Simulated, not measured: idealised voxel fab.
voxel ribs on slabs: a process module
Each square cell in cross-section cut measures 5 nm, and the section as a whole is 145 nm wide.
How to read a cross-section here: the picture is a grid of square cells, written as bands going from the top down, and any band can span one or more rows of cells. Top, bottom (nm), then materials left to right with widths (nm); lone material tagged "all across" fills the whole band edge to edge; "air" = empty space. Zero point of the height axis is 0; under it, received wafer = one material. Lowest band: continues down indefinitely, "0 down". The width entry "30 to 40" should be interpreted row by row: the top row of cells in the band takes the first number, the bottom row takes the second number, and the change between adjacent rows is uniform throughout. When a step is marked "no alterations made", none of the cells in the cross-section changed during that step. Entry "Enclosed void listing" = empty spaces >= 8 cells with no open way to the top; each as width x height at distance, distance from left edge, all nm. What comes after the settings on a step's line is commentary from the simulator itself on that step. overlay nm: on a step with a mask, how far right of its planned place the mask lay; negative means left.
Planned step list for the process
1. RECEIVE, material Si
2. DIRECTIONAL_DEP, material SiO2, thk nm 25
3. DIRECTIONAL_DEP, material polySi, thk nm 25
4. PATTERN, tone cover, mask id RIB, material resist, width nm 20, thk nm 15, overlay nm 0
5. DIRECTIONAL_ETCH, etch materials polySi, depth nm 15
6. STRIP, etch materials resist
7. MASKED_ETCH, tone cover, mask id SLAB, width nm 80, etch materials polySi, depth nm 10, overlay nm 0
8. FILL_DEP, material SiO2, thk nm 15
9. CMP, height nm 50
10. DIRECTIONAL_DEP, material TiN, thk nm 5
11. PATTERN, tone cover, mask id HEATER, material resist, width nm 30, thk nm 20, overlay nm 0
12. DIRECTIONAL_ETCH, etch materials TiN, depth nm 5
13. STRIP, etch materials resist
14. CONFORMAL_DEP, material SiN, thk nm 5
Same starting wafers, different height nm at step 9. Plan value belongs to the first wafer.
The first of several wafers, as received after step 1, seen in section
* 0 down: Si all across
* Enclosed void listing: none
For your reference, the table is organized with a row per wafer; each row reflects the wafer at the end of the module, indicating for each material the cells gained (+) or lost (-) since receipt, and thereafter its closed voids
height nm 50, +31 SiN, +246 SiO2, +6 TiN, +44 polySi, Enclosed void listing: none
height nm 55, +31 SiN, +275 SiO2, +6 TiN, +44 polySi, Enclosed void listing: none
height nm 60, +31 SiN, +304 SiO2, +6 TiN, +44 polySi, Enclosed void listing: none
height nm 65, +31 SiN, +333 SiO2, +6 TiN, +44 polySi, Enclosed void listing: none
